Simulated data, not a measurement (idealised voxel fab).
Proc. module: voxel fin reveal
Cross-sectional view cut (width: 240 nm; square cell size: 5 nm).
We lay out every cross-section as a grid of square cells and spell it out in bands from the top down, where one band means one or more rows of cells. Within each band entry, the heights of the top and of the bottom of the band appear first, in that order and in nm; the materials of the band then follow from left to right, each with its corresponding width in nm. The designation "everywhere" on a single material indicates that it fills the band from edge to edge; the designation "empty" indicates empty space. A quick word on heights: they are counted from 0, and under that level the wafer as it came to us is one material throughout. The lowest band is different from the rest in having no bottom; it simply continues downward, written as in "0 and below". Width "30 to 40": first value at the band's top row of cells, second value at its bottom row, equal change from row to row. Where the words "nothing changed" appear for a step, the cross-section shows no cell changed by that step; every cell remained as before. Any empty space of 8 cells or more lacking an open way to the top shows up in "Trapped void list" as width x height at distance, distance from the left edge, in nm. Where a step's line continues beyond its settings, the continuation is a remark by the simulator itself on that step. The "overlay nm" setting may appear on a step's line; for a step that uses a mask, it gives how far to the right of its planned position the mask lay, and a negative value indicates the left.

Set out below are the planned steps of the process:
1. RECEIVE [material Si]
2. CONFORMAL_DEP [material SiN] [thk nm 5]
3. DIRECTIONAL_DEP [material aC] [thk nm 15]
4. PATTERN [tone cover] [mask id FINS] [material resist] [width nm 15] [pitch nm 45] [thk nm 35] [overlay nm 0]
5. DIRECTIONAL_ETCH [etch materials aC] [depth nm 15]
6. STRIP [etch materials resist]
7. DIRECTIONAL_ETCH [etch materials SiN] [depth nm 5]
8. DIRECTIONAL_ETCH [etch materials Si] [depth nm 35]
9. STRIP [etch materials aC]
10. FILL_DEP [material SiO2] [thk nm 15]
11. CMP [height nm 5]
12. SELECTIVE_ETCH [etch materials SiO2] [depth nm 30]
13. STRIP [etch materials SiN]
14. CONFORMAL_DEP [material HfO2] [thk nm 5]

Wafer at receipt (post step 1), cross-section:
- 0 and below: Si everywhere
- Trapped void list: none

The first of two wafers, cross-sectioned at the end of the module, with the run proceeding as planned:
- 5 down to 0: 60 empty, 25 HfO2, 20 empty, 25 HfO2, 20 empty, 25 HfO2, 65 empty
- 0 down to -20: 60 empty, 5 HfO2, 15 Si, 5 HfO2, 20 empty, 5 HfO2, 15 Si, 5 HfO2, 20 empty, 5 HfO2, 15 Si, 5 HfO2, 65 empty
- -20 down to -25: 65 HfO2, 15 Si, 30 HfO2, 15 Si, 30 HfO2, 15 Si, 70 HfO2
- -25 down to -35: 65 SiO2, 15 Si, 30 SiO2, 15 Si, 30 SiO2, 15 Si, 70 SiO2
- -35 and below: Si everywhere
- Trapped void list: none

Wafer two, end of module, cross-section. Same start, same plan as wafer one. One mistake in the run:
- 0 down to -25: 65 empty, 15 Si, 30 empty, 15 Si, 30 empty, 15 Si, 70 empty
- -25 down to -35: 65 SiO2, 15 Si, 30 SiO2, 15 Si, 30 SiO2, 15 Si, 70 SiO2
- -35 and below: Si everywhere
- Trapped void list: none
Where did the run depart from the plan? plan step 14 skipped
Final difference in cells, second wafer against first, listed per material as more or fewer: 78 fewer of HfO2
